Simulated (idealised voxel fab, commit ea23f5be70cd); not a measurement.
process module | voxel transistor to metal
cross-section cut | 200 nm wide | cells 5 nm
A cross-section is a grid of square cells, given in bands from the top down. A band is one or more rows of cells.
Each band's line starts with the height of the band's top and of its bottom, in nm. Then come its materials from left to right, each with its width in nm. One material with "throughout" fills the band from edge to edge. "air" is empty space.
Height 0 is the level under which the wafer as received is all one material. The lowest band goes on downwards, as in "0 down".
A width such as "30 to 40" changes by the same amount from each row of cells to the next, from the band's top row to its bottom row.
"no change" after a step means that no cell of the cross-section changed.
closed voids: empty space of 8 cells or more with no open way to the top, each as width x height at its distance from the left edge, in nm
after a step's settings: what the simulator itself notes on the step
overlay nm, on a step with a mask: how far to the right of its planned place the mask lay; to the left if negative
plan
1 op RECEIVE | material Si
2 op CONFORMAL_DEP | material SiO2 | thk nm 5
3 op CONFORMAL_DEP | material SiN | thk nm 15
4 op PATTERN | tone cover | mask id ACTIVE | material resist | width nm 100 | thk nm 15 | overlay nm 0
5 op DIRECTIONAL_ETCH | etch materials SiN | depth nm 15
6 op DIRECTIONAL_ETCH | etch materials SiO2 | depth nm 5
7 op DIRECTIONAL_ETCH | etch materials Si | depth nm 30
8 op STRIP | etch materials resist
9 op OXIDIZE | depth nm 5
10 op FILL_DEP | material SiO2 | thk nm 5
11 op CMP | height nm 20
12 op SELECTIVE_ETCH | etch materials SiO2 | depth nm 15
13 op STRIP | etch materials SiN
14 op SELECTIVE_ETCH | etch materials SiO2 | depth nm 5
15 op OXIDIZE | depth nm 5
16 op DIRECTIONAL_DEP | material polySi | thk nm 20
17 op DIRECTIONAL_DEP | material SiCN | thk nm 15
18 op PATTERN | tone cover | mask id GATE | material resist | width nm 20 | thk nm 20 | overlay nm 0
19 op DIRECTIONAL_ETCH | etch materials SiCN | depth nm 25
20 op DIRECTIONAL_ETCH | etch materials polySi | depth nm 30
21 op STRIP | etch materials resist
22 op CONFORMAL_DEP | material SiO2 | thk nm 5
23 op DIRECTIONAL_ETCH | etch materials SiO2 | depth nm 5
24 op CONFORMAL_DEP | material SiN | thk nm 5
25 op DIRECTIONAL_ETCH | etch materials SiN | depth nm 5
26 op DIRECTIONAL_ETCH | etch materials SiO2 | depth nm 5
27 op DIRECTIONAL_ETCH | etch materials Si | depth nm 10
28 op EPI | material pSi | thk nm 15
29 op FILL_DEP | material SiO2 | thk nm 5
30 op CMP | height nm 35
31 op DIRECTIONAL_DEP | material SiO2 | thk nm 10
32 op DIRECTIONAL_DEP | material aC | thk nm 15
33 op PATTERN | tone open | mask id CONTACT | material resist | width nm 30 | pitch nm 60 | thk nm 30 | overlay nm 0
34 op DIRECTIONAL_ETCH | etch materials aC | depth nm 15
35 op STRIP | etch materials resist
36 op DIRECTIONAL_ETCH | etch materials SiO2 | depth nm 45
37 op STRIP | etch materials aC
38 op CONFORMAL_DEP | material TiN | thk nm 5
39 op FILL_DEP | material Ru | thk nm 10
40 op CMP | height nm 45
41 op DIRECTIONAL_DEP | material TiN | thk nm 5
42 op DIRECTIONAL_DEP | material W | thk nm 15
43 op PATTERN | tone cover | mask id METAL_1 | material resist | width nm 20 | pitch nm 70 | thk nm 15 | overlay nm 0
44 op DIRECTIONAL_ETCH | etch materials W | depth nm 15
45 op DIRECTIONAL_ETCH | etch materials TiN | depth nm 5
46 op STRIP | etch materials resist
47 op FILL_DEP | material lowk | thk nm 5
48 op CMP | height nm 65
49 op CONFORMAL_DEP | material SiCN | thk nm 5
50 op DIRECTIONAL_DEP | material lowk | thk nm 30
51 op MASKED_ETCH | tone open | mask id METAL_2_HOLES | width nm 15 | pitch nm 70 | etch materials lowk | depth nm 30 | overlay nm 0
52 op MASKED_ETCH | tone open | mask id METAL_2 | width nm 20 | pitch nm 70 | etch materials lowk | depth nm 20 | overlay nm 0
53 op MASKED_ETCH | tone open | mask id METAL_2 | width nm 20 | pitch nm 70 | etch materials SiCN | depth nm 5 | overlay nm 0
54 op CONFORMAL_DEP | material TiN | thk nm 5
55 op FILL_DEP | material Ru | thk nm 5
56 op CMP | height nm 100
57 op CONFORMAL_DEP | material SiN | thk nm 5
first wafer, as planned
as received, after step 1
  0 down: Si throughout
  closed voids: none
after step 2
  5 to 0: SiO2 throughout
  below 0: unchanged
after step 3
  20 to 5: SiN throughout
  below 5: unchanged
after step 4
  35 to 20: air 50 | resist 100 | air 50
  below 20: unchanged
after step 5
  35 to 20: air 50 | resist 100 | air 50
  20 to 5: air 50 | SiN 100 | air 50
  below 5: unchanged
after step 6
  35 to 20: air 50 | resist 100 | air 50
  20 to 5: air 50 | SiN 100 | air 50
  5 to 0: air 50 | SiO2 100 | air 50
  below 0: unchanged
after step 7
  35 to 20: air 50 | resist 100 | air 50
  20 to 5: air 50 | SiN 100 | air 50
  5 to 0: air 50 | SiO2 100 | air 50
  0 to -30: air 50 | Si 100 | air 50
  below -30: unchanged
after step 8
  20 to 5: air 50 | SiN 100 | air 50
  below 5: unchanged
after step 9
  20 to 5: air 50 | SiN 100 | air 50
  5 to 0: air 50 | SiO2 100 | air 50
  0 to -30: air 50 | SiO2 5 | Si 90 | SiO2 5 | air 50
  -30 to -35: SiO2 55 | Si 90 | SiO2 55
  below -35: unchanged
after step 10
  25 to 20: SiO2 throughout
  20 to 5: SiO2 50 | SiN 100 | SiO2 50
  5 to 0: SiO2 throughout
  0 to -35: SiO2 55 | Si 90 | SiO2 55
  below -35: unchanged
after step 11
  20 to 5: SiO2 50 | SiN 100 | SiO2 50
  below 5: unchanged
after step 12
  20 to 5: air 50 | SiN 100 | air 50
  below 5: unchanged
after step 13
  5 to 0: SiO2 throughout
  below 0: unchanged
after step 14
  0 to -35: SiO2 55 | Si 90 | SiO2 55
  below -35: unchanged
after step 15
  0 to -5: SiO2 throughout
  below -5: unchanged
after step 16
  20 to 0: polySi throughout
  below 0: unchanged
after step 17
  35 to 20: SiCN throughout
  below 20: unchanged
after step 18
  55 to 35: air 90 | resist 20 | air 90
  below 35: unchanged
after step 19
  55 to 35: air 90 | resist 20 | air 90
  35 to 20: air 90 | SiCN 20 | air 90
  below 20: unchanged
after step 20
  55 to 35: air 90 | resist 20 | air 90
  35 to 20: air 90 | SiCN 20 | air 90
  20 to 0: air 90 | polySi 20 | air 90
  below 0: unchanged
after step 21
  35 to 20: air 90 | SiCN 20 | air 90
  below 20: unchanged
after step 22
  40 to 35: air 85 | SiO2 30 | air 85
  35 to 20: air 85 | SiO2 5 | SiCN 20 | SiO2 5 | air 85
  20 to 5: air 85 | SiO2 5 | polySi 20 | SiO2 5 | air 85
  5 to 0: SiO2 90 | polySi 20 | SiO2 90
  below 0: unchanged
after step 23
  35 to 20: air 85 | SiO2 5 | SiCN 20 | SiO2 5 | air 85
  20 to 0: air 85 | SiO2 5 | polySi 20 | SiO2 5 | air 85
  below 0: unchanged
after step 24
  40 to 35: air 80 | SiN 40 | air 80
  35 to 20: air 80 | SiN 5 | SiO2 5 | SiCN 20 | SiO2 5 | SiN 5 | air 80
  20 to 5: air 80 | SiN 5 | SiO2 5 | polySi 20 | SiO2 5 | SiN 5 | air 80
  5 to 0: SiN 85 | SiO2 5 | polySi 20 | SiO2 5 | SiN 85
  below 0: unchanged
after step 25
  35 to 20: air 80 | SiN 5 | SiO2 5 | SiCN 20 | SiO2 5 | SiN 5 | air 80
  20 to 0: air 80 | SiN 5 | SiO2 5 | polySi 20 | SiO2 5 | SiN 5 | air 80
  below 0: unchanged
after step 26
  35 to 30: air 80 | SiN 5 | air 5 | SiCN 20 | air 5 | SiN 5 | air 80
  30 to 20: air 80 | SiN 5 | SiO2 5 | SiCN 20 | SiO2 5 | SiN 5 | air 80
  20 to 0: air 80 | SiN 5 | SiO2 5 | polySi 20 | SiO2 5 | SiN 5 | air 80
  0 to -5: air 80 | SiO2 40 | air 80
  below -5: unchanged
after step 27
  35 to 30: air 80 | SiN 5 | air 5 | SiCN 20 | air 5 | SiN 5 | air 80
  30 to 20: air 80 | SiN 5 | SiO2 5 | SiCN 20 | SiO2 5 | SiN 5 | air 80
  20 to 0: air 80 | SiN 5 | SiO2 5 | polySi 20 | SiO2 5 | SiN 5 | air 80
  0 to -5: air 80 | SiO2 40 | air 80
  -5 to -15: SiO2 55 | air 25 | Si 40 | air 25 | SiO2 55
  below -15: unchanged
after step 28
  35 to 30: air 80 | SiN 5 | air 5 | SiCN 20 | air 5 | SiN 5 | air 80
  30 to 20: air 80 | SiN 5 | SiO2 5 | SiCN 20 | SiO2 5 | SiN 5 | air 80
  20 to 10: air 80 | SiN 5 | SiO2 5 | polySi 20 | SiO2 5 | SiN 5 | air 80
  10 to 0: air 65 | pSi 15 | SiN 5 | SiO2 5 | polySi 20 | SiO2 5 | SiN 5 | pSi 15 | air 65
  0 to -5: air 50 | pSi 30 | SiO2 40 | pSi 30 | air 50
  -5 to -15: SiO2 55 | pSi 25 | Si 40 | pSi 25 | SiO2 55
  below -15: unchanged
after step 29
  40 to 35: SiO2 throughout
  35 to 20: SiO2 80 | SiN 5 | SiO2 5 | SiCN 20 | SiO2 5 | SiN 5 | SiO2 80
  20 to 10: SiO2 80 | SiN 5 | SiO2 5 | polySi 20 | SiO2 5 | SiN 5 | SiO2 80
  10 to 0: SiO2 65 | pSi 15 | SiN 5 | SiO2 5 | polySi 20 | SiO2 5 | SiN 5 | pSi 15 | SiO2 65
  0 to -5: SiO2 50 | pSi 30 | SiO2 40 | pSi 30 | SiO2 50
  below -5: unchanged
after step 30
  35 to 20: SiO2 80 | SiN 5 | SiO2 5 | SiCN 20 | SiO2 5 | SiN 5 | SiO2 80
  below 20: unchanged
after step 31
  45 to 35: SiO2 throughout
  below 35: unchanged
after step 32
  60 to 45: aC throughout
  below 45: unchanged
after step 33
  90 to 60: resist 55 | air 30 | resist 30 | air 30 | resist 55
  below 60: unchanged
after step 34
  75 to 60: resist 55 | air 30 | resist 30 | air 30 | resist 55
  60 to 45: aC 55 | air 30 | aC 30 | air 30 | aC 55
  below 45: unchanged
after step 35
  60 to 45: aC 55 | air 30 | aC 30 | air 30 | aC 55
  below 45: unchanged
after step 36
  60 to 45: aC 55 | air 30 | aC 30 | air 30 | aC 55
  45 to 35: SiO2 55 | air 30 | SiO2 30 | air 30 | SiO2 55
  35 to 20: SiO2 55 | air 25 | SiN 5 | SiO2 5 | SiCN 20 | SiO2 5 | SiN 5 | air 25 | SiO2 55
  20 to 10: SiO2 55 | air 25 | SiN 5 | SiO2 5 | polySi 20 | SiO2 5 | SiN 5 | air 25 | SiO2 55
  10 to 0: SiO2 55 | air 10 | pSi 15 | SiN 5 | SiO2 5 | polySi 20 | SiO2 5 | SiN 5 | pSi 15 | air 10 | SiO2 55
  below 0: unchanged
after step 37
  45 to 35: SiO2 55 | air 30 | SiO2 30 | air 30 | SiO2 55
  below 35: unchanged
after step 38
  50 to 45: TiN 60 | air 20 | TiN 40 | air 20 | TiN 60
  45 to 35: SiO2 55 | TiN 5 | air 20 to 15 | TiN 5 to 10 | SiO2 30 | TiN 5 to 10 | air 20 to 15 | TiN 5 | SiO2 55
  35 to 20: SiO2 55 | TiN 5 | air 15 | TiN 5 | SiN 5 | SiO2 5 | SiCN 20 | SiO2 5 | SiN 5 | TiN 5 | air 15 | TiN 5 | SiO2 55
  20 to 15: SiO2 55 | TiN 5 | air 15 | TiN 5 | SiN 5 | SiO2 5 | polySi 20 | SiO2 5 | SiN 5 | TiN 5 | air 15 | TiN 5 | SiO2 55
  15 to 10: SiO2 55 | TiN 25 | SiN 5 | SiO2 5 | polySi 20 | SiO2 5 | SiN 5 | TiN 25 | SiO2 55
  10 to 0: SiO2 55 | TiN 10 | pSi 15 | SiN 5 | SiO2 5 | polySi 20 | SiO2 5 | SiN 5 | pSi 15 | TiN 10 | SiO2 55
  below 0: unchanged
after step 39
  60 to 50: Ru throughout
  50 to 45: TiN 60 | Ru 20 | TiN 40 | Ru 20 | TiN 60
  45 to 35: SiO2 55 | TiN 5 | Ru 20 to 15 | TiN 5 to 10 | SiO2 30 | TiN 5 to 10 | Ru 20 to 15 | TiN 5 | SiO2 55
  35 to 20: SiO2 55 | TiN 5 | Ru 15 | TiN 5 | SiN 5 | SiO2 5 | SiCN 20 | SiO2 5 | SiN 5 | TiN 5 | Ru 15 | TiN 5 | SiO2 55
  20 to 15: SiO2 55 | TiN 5 | Ru 15 | TiN 5 | SiN 5 | SiO2 5 | polySi 20 | SiO2 5 | SiN 5 | TiN 5 | Ru 15 | TiN 5 | SiO2 55
  below 15: unchanged
after step 40
  45 to 35: SiO2 55 | TiN 5 | Ru 20 to 15 | TiN 5 to 10 | SiO2 30 | TiN 5 to 10 | Ru 20 to 15 | TiN 5 | SiO2 55
  below 35: unchanged
after step 41
  50 to 45: TiN throughout
  below 45: unchanged
after step 42
  65 to 50: W throughout
  below 50: unchanged
after step 43
  80 to 65: air 55 | resist 20 | air 50 | resist 20 | air 55
  below 65: unchanged
after step 44
  80 to 65: air 55 | resist 20 | air 50 | resist 20 | air 55
  65 to 50: air 55 | W 20 | air 50 | W 20 | air 55
  below 50: unchanged
after step 45
  80 to 65: air 55 | resist 20 | air 50 | resist 20 | air 55
  65 to 50: air 55 | W 20 | air 50 | W 20 | air 55
  50 to 45: air 55 | TiN 20 | air 50 | TiN 20 | air 55
  below 45: unchanged
after step 46
  65 to 50: air 55 | W 20 | air 50 | W 20 | air 55
  below 50: unchanged
after step 47
  70 to 65: lowk throughout
  65 to 50: lowk 55 | W 20 | lowk 50 | W 20 | lowk 55
  50 to 45: lowk 55 | TiN 20 | lowk 50 | TiN 20 | lowk 55
  below 45: unchanged
after step 48
  65 to 50: lowk 55 | W 20 | lowk 50 | W 20 | lowk 55
  below 50: unchanged
after step 49
  70 to 65: SiCN throughout
  below 65: unchanged
after step 50
  100 to 70: lowk throughout
  below 70: unchanged
after step 51
  100 to 70: lowk 55 | air 15 | lowk 55 | air 15 | lowk 60
  below 70: unchanged
after step 52
  100 to 80: lowk 55 | air 20 | lowk 50 | air 20 | lowk 55
  below 80: unchanged
after step 53
  100 to 80: lowk 55 | air 20 | lowk 50 | air 20 | lowk 55
  80 to 70: lowk 55 | air 15 | lowk 55 | air 15 | lowk 60
  70 to 65: SiCN 55 | air 15 | SiCN 55 | air 15 | SiCN 60
  below 65: unchanged
after step 54
  105 to 100: TiN 60 | air 10 | TiN 60 | air 10 | TiN 60
  100 to 85: lowk 55 | TiN 5 | air 10 | TiN 5 | lowk 50 | TiN 5 | air 10 | TiN 5 | lowk 55
  85 to 80: lowk 55 | TiN 5 | air 5 | TiN 10 | lowk 50 | TiN 5 | air 5 | TiN 10 | lowk 55
  80 to 70: lowk 55 | TiN 5 | air 5 | TiN 5 | lowk 55 | TiN 5 | air 5 | TiN 5 | lowk 60
  70 to 65: SiCN 55 | TiN 15 | SiCN 55 | TiN 15 | SiCN 60
  below 65: unchanged
after step 55
  110 to 105: Ru throughout
  105 to 100: TiN 60 | Ru 10 | TiN 60 | Ru 10 | TiN 60
  100 to 85: lowk 55 | TiN 5 | Ru 10 | TiN 5 | lowk 50 | TiN 5 | Ru 10 | TiN 5 | lowk 55
  85 to 80: lowk 55 | TiN 5 | Ru 5 | TiN 10 | lowk 50 | TiN 5 | Ru 5 | TiN 10 | lowk 55
  80 to 70: lowk 55 | TiN 5 | Ru 5 | TiN 5 | lowk 55 | TiN 5 | Ru 5 | TiN 5 | lowk 60
  below 70: unchanged
after step 56
  100 to 85: lowk 55 | TiN 5 | Ru 10 | TiN 5 | lowk 50 | TiN 5 | Ru 10 | TiN 5 | lowk 55
  below 85: unchanged
after step 57
  105 to 100: SiN throughout
  below 100: unchanged
second wafer: like start, like plan, one mistake. Through step 6 it matches the first wafer
when step 7 should have ended
  35 to 20: air 50 | resist 100 | air 50
  20 to 5: air 50 | SiN 100 | air 50
  5 to 0: air 50 | SiO2 100 | air 50
  0 to -60: air 50 | Si 100 | air 50
  below -60: unchanged
when step 8 should have ended
  20 to 5: air 50 | SiN 100 | air 50
  below 5: unchanged
when step 9 should have ended
  20 to 5: air 50 | SiN 100 | air 50
  5 to 0: air 50 | SiO2 100 | air 50
  0 to -60: air 50 | SiO2 5 | Si 90 | SiO2 5 | air 50
  -60 to -65: SiO2 55 | Si 90 | SiO2 55
  below -65: unchanged
when step 10 should have ended
  25 to 20: SiO2 throughout
  20 to 5: SiO2 50 | SiN 100 | SiO2 50
  5 to 0: SiO2 throughout
  0 to -65: SiO2 55 | Si 90 | SiO2 55
  below -65: unchanged
when step 11 should have ended
  20 to 5: SiO2 50 | SiN 100 | SiO2 50
  below 5: unchanged
when step 12 should have ended
  20 to 5: air 50 | SiN 100 | air 50
  below 5: unchanged
when step 13 should have ended
  5 to 0: SiO2 throughout
  below 0: unchanged
when step 14 should have ended
  0 to -65: SiO2 55 | Si 90 | SiO2 55
  below -65: unchanged
when step 15 should have ended
  0 to -5: SiO2 throughout
  below -5: unchanged
when step 16 should have ended
  20 to 0: polySi throughout
  below 0: unchanged
when step 17 should have ended
  35 to 20: SiCN throughout
  below 20: unchanged
when step 18 should have ended
  55 to 35: air 90 | resist 20 | air 90
  below 35: unchanged
when step 19 should have ended
  55 to 35: air 90 | resist 20 | air 90
  35 to 20: air 90 | SiCN 20 | air 90
  below 20: unchanged
when step 20 should have ended
  55 to 35: air 90 | resist 20 | air 90
  35 to 20: air 90 | SiCN 20 | air 90
  20 to 0: air 90 | polySi 20 | air 90
  below 0: unchanged
when step 21 should have ended
  35 to 20: air 90 | SiCN 20 | air 90
  below 20: unchanged
when step 22 should have ended
  40 to 35: air 85 | SiO2 30 | air 85
  35 to 20: air 85 | SiO2 5 | SiCN 20 | SiO2 5 | air 85
  20 to 5: air 85 | SiO2 5 | polySi 20 | SiO2 5 | air 85
  5 to 0: SiO2 90 | polySi 20 | SiO2 90
  below 0: unchanged
when step 23 should have ended
  35 to 20: air 85 | SiO2 5 | SiCN 20 | SiO2 5 | air 85
  20 to 0: air 85 | SiO2 5 | polySi 20 | SiO2 5 | air 85
  below 0: unchanged
when step 24 should have ended
  40 to 35: air 80 | SiN 40 | air 80
  35 to 20: air 80 | SiN 5 | SiO2 5 | SiCN 20 | SiO2 5 | SiN 5 | air 80
  20 to 5: air 80 | SiN 5 | SiO2 5 | polySi 20 | SiO2 5 | SiN 5 | air 80
  5 to 0: SiN 85 | SiO2 5 | polySi 20 | SiO2 5 | SiN 85
  below 0: unchanged
when step 25 should have ended
  35 to 20: air 80 | SiN 5 | SiO2 5 | SiCN 20 | SiO2 5 | SiN 5 | air 80
  20 to 0: air 80 | SiN 5 | SiO2 5 | polySi 20 | SiO2 5 | SiN 5 | air 80
  below 0: unchanged
when step 26 should have ended
  35 to 30: air 80 | SiN 5 | air 5 | SiCN 20 | air 5 | SiN 5 | air 80
  30 to 20: air 80 | SiN 5 | SiO2 5 | SiCN 20 | SiO2 5 | SiN 5 | air 80
  20 to 0: air 80 | SiN 5 | SiO2 5 | polySi 20 | SiO2 5 | SiN 5 | air 80
  0 to -5: air 80 | SiO2 40 | air 80
  below -5: unchanged
when step 27 should have ended
  35 to 30: air 80 | SiN 5 | air 5 | SiCN 20 | air 5 | SiN 5 | air 80
  30 to 20: air 80 | SiN 5 | SiO2 5 | SiCN 20 | SiO2 5 | SiN 5 | air 80
  20 to 0: air 80 | SiN 5 | SiO2 5 | polySi 20 | SiO2 5 | SiN 5 | air 80
  0 to -5: air 80 | SiO2 40 | air 80
  -5 to -15: SiO2 55 | air 25 | Si 40 | air 25 | SiO2 55
  below -15: unchanged
when step 28 should have ended
  35 to 30: air 80 | SiN 5 | air 5 | SiCN 20 | air 5 | SiN 5 | air 80
  30 to 20: air 80 | SiN 5 | SiO2 5 | SiCN 20 | SiO2 5 | SiN 5 | air 80
  20 to 10: air 80 | SiN 5 | SiO2 5 | polySi 20 | SiO2 5 | SiN 5 | air 80
  10 to 0: air 65 | pSi 15 | SiN 5 | SiO2 5 | polySi 20 | SiO2 5 | SiN 5 | pSi 15 | air 65
  0 to -5: air 50 | pSi 30 | SiO2 40 | pSi 30 | air 50
  -5 to -15: SiO2 55 | pSi 25 | Si 40 | pSi 25 | SiO2 55
  below -15: unchanged
when step 29 should have ended
  40 to 35: SiO2 throughout
  35 to 20: SiO2 80 | SiN 5 | SiO2 5 | SiCN 20 | SiO2 5 | SiN 5 | SiO2 80
  20 to 10: SiO2 80 | SiN 5 | SiO2 5 | polySi 20 | SiO2 5 | SiN 5 | SiO2 80
  10 to 0: SiO2 65 | pSi 15 | SiN 5 | SiO2 5 | polySi 20 | SiO2 5 | SiN 5 | pSi 15 | SiO2 65
  0 to -5: SiO2 50 | pSi 30 | SiO2 40 | pSi 30 | SiO2 50
  below -5: unchanged
when step 30 should have ended
  35 to 20: SiO2 80 | SiN 5 | SiO2 5 | SiCN 20 | SiO2 5 | SiN 5 | SiO2 80
  below 20: unchanged
when step 31 should have ended
  45 to 35: SiO2 throughout
  below 35: unchanged
when step 32 should have ended
  60 to 45: aC throughout
  below 45: unchanged
when step 33 should have ended
  90 to 60: resist 55 | air 30 | resist 30 | air 30 | resist 55
  below 60: unchanged
when step 34 should have ended
  75 to 60: resist 55 | air 30 | resist 30 | air 30 | resist 55
  60 to 45: aC 55 | air 30 | aC 30 | air 30 | aC 55
  below 45: unchanged
when step 35 should have ended
  60 to 45: aC 55 | air 30 | aC 30 | air 30 | aC 55
  below 45: unchanged
when step 36 should have ended
  60 to 45: aC 55 | air 30 | aC 30 | air 30 | aC 55
  45 to 35: SiO2 55 | air 30 | SiO2 30 | air 30 | SiO2 55
  35 to 20: SiO2 55 | air 25 | SiN 5 | SiO2 5 | SiCN 20 | SiO2 5 | SiN 5 | air 25 | SiO2 55
  20 to 10: SiO2 55 | air 25 | SiN 5 | SiO2 5 | polySi 20 | SiO2 5 | SiN 5 | air 25 | SiO2 55
  10 to 0: SiO2 55 | air 10 | pSi 15 | SiN 5 | SiO2 5 | polySi 20 | SiO2 5 | SiN 5 | pSi 15 | air 10 | SiO2 55
  below 0: unchanged
when step 37 should have ended
  45 to 35: SiO2 55 | air 30 | SiO2 30 | air 30 | SiO2 55
  below 35: unchanged
when step 38 should have ended
  50 to 45: TiN 60 | air 20 | TiN 40 | air 20 | TiN 60
  45 to 35: SiO2 55 | TiN 5 | air 20 to 15 | TiN 5 to 10 | SiO2 30 | TiN 5 to 10 | air 20 to 15 | TiN 5 | SiO2 55
  35 to 20: SiO2 55 | TiN 5 | air 15 | TiN 5 | SiN 5 | SiO2 5 | SiCN 20 | SiO2 5 | SiN 5 | TiN 5 | air 15 | TiN 5 | SiO2 55
  20 to 15: SiO2 55 | TiN 5 | air 15 | TiN 5 | SiN 5 | SiO2 5 | polySi 20 | SiO2 5 | SiN 5 | TiN 5 | air 15 | TiN 5 | SiO2 55
  15 to 10: SiO2 55 | TiN 25 | SiN 5 | SiO2 5 | polySi 20 | SiO2 5 | SiN 5 | TiN 25 | SiO2 55
  10 to 0: SiO2 55 | TiN 10 | pSi 15 | SiN 5 | SiO2 5 | polySi 20 | SiO2 5 | SiN 5 | pSi 15 | TiN 10 | SiO2 55
  below 0: unchanged
when step 39 should have ended
  60 to 50: Ru throughout
  50 to 45: TiN 60 | Ru 20 | TiN 40 | Ru 20 | TiN 60
  45 to 35: SiO2 55 | TiN 5 | Ru 20 to 15 | TiN 5 to 10 | SiO2 30 | TiN 5 to 10 | Ru 20 to 15 | TiN 5 | SiO2 55
  35 to 20: SiO2 55 | TiN 5 | Ru 15 | TiN 5 | SiN 5 | SiO2 5 | SiCN 20 | SiO2 5 | SiN 5 | TiN 5 | Ru 15 | TiN 5 | SiO2 55
  20 to 15: SiO2 55 | TiN 5 | Ru 15 | TiN 5 | SiN 5 | SiO2 5 | polySi 20 | SiO2 5 | SiN 5 | TiN 5 | Ru 15 | TiN 5 | SiO2 55
  below 15: unchanged
when step 40 should have ended
  45 to 35: SiO2 55 | TiN 5 | Ru 20 to 15 | TiN 5 to 10 | SiO2 30 | TiN 5 to 10 | Ru 20 to 15 | TiN 5 | SiO2 55
  below 35: unchanged
when step 41 should have ended
  50 to 45: TiN throughout
  below 45: unchanged
when step 42 should have ended
  65 to 50: W throughout
  below 50: unchanged
when step 43 should have ended
  80 to 65: air 55 | resist 20 | air 50 | resist 20 | air 55
  below 65: unchanged
when step 44 should have ended
  80 to 65: air 55 | resist 20 | air 50 | resist 20 | air 55
  65 to 50: air 55 | W 20 | air 50 | W 20 | air 55
  below 50: unchanged
when step 45 should have ended
  80 to 65: air 55 | resist 20 | air 50 | resist 20 | air 55
  65 to 50: air 55 | W 20 | air 50 | W 20 | air 55
  50 to 45: air 55 | TiN 20 | air 50 | TiN 20 | air 55
  below 45: unchanged
when step 46 should have ended
  65 to 50: air 55 | W 20 | air 50 | W 20 | air 55
  below 50: unchanged
when step 47 should have ended
  70 to 65: lowk throughout
  65 to 50: lowk 55 | W 20 | lowk 50 | W 20 | lowk 55
  50 to 45: lowk 55 | TiN 20 | lowk 50 | TiN 20 | lowk 55
  below 45: unchanged
when step 48 should have ended
  65 to 50: lowk 55 | W 20 | lowk 50 | W 20 | lowk 55
  below 50: unchanged
when step 49 should have ended
  70 to 65: SiCN throughout
  below 65: unchanged
when step 50 should have ended
  100 to 70: lowk throughout
  below 70: unchanged
when step 51 should have ended
  100 to 70: lowk 55 | air 15 | lowk 55 | air 15 | lowk 60
  below 70: unchanged
when step 52 should have ended
  100 to 80: lowk 55 | air 20 | lowk 50 | air 20 | lowk 55
  below 80: unchanged
when step 53 should have ended
  100 to 80: lowk 55 | air 20 | lowk 50 | air 20 | lowk 55
  80 to 70: lowk 55 | air 15 | lowk 55 | air 15 | lowk 60
  70 to 65: SiCN 55 | air 15 | SiCN 55 | air 15 | SiCN 60
  below 65: unchanged
when step 54 should have ended
  105 to 100: TiN 60 | air 10 | TiN 60 | air 10 | TiN 60
  100 to 85: lowk 55 | TiN 5 | air 10 | TiN 5 | lowk 50 | TiN 5 | air 10 | TiN 5 | lowk 55
  85 to 80: lowk 55 | TiN 5 | air 5 | TiN 10 | lowk 50 | TiN 5 | air 5 | TiN 10 | lowk 55
  80 to 70: lowk 55 | TiN 5 | air 5 | TiN 5 | lowk 55 | TiN 5 | air 5 | TiN 5 | lowk 60
  70 to 65: SiCN 55 | TiN 15 | SiCN 55 | TiN 15 | SiCN 60
  below 65: unchanged
when step 55 should have ended
  110 to 105: Ru throughout
  105 to 100: TiN 60 | Ru 10 | TiN 60 | Ru 10 | TiN 60
  100 to 85: lowk 55 | TiN 5 | Ru 10 | TiN 5 | lowk 50 | TiN 5 | Ru 10 | TiN 5 | lowk 55
  85 to 80: lowk 55 | TiN 5 | Ru 5 | TiN 10 | lowk 50 | TiN 5 | Ru 5 | TiN 10 | lowk 55
  80 to 70: lowk 55 | TiN 5 | Ru 5 | TiN 5 | lowk 55 | TiN 5 | Ru 5 | TiN 5 | lowk 60
  below 70: unchanged
when step 56 should have ended
  100 to 85: lowk 55 | TiN 5 | Ru 10 | TiN 5 | lowk 50 | TiN 5 | Ru 10 | TiN 5 | lowk 55
  below 85: unchanged
when step 57 should have ended
  105 to 100: SiN throughout
  below 100: unchanged
what went wrong: step 7 was run twice
at the end the second wafer has, in cells: 132 fewer of Si | 132 more of SiO2
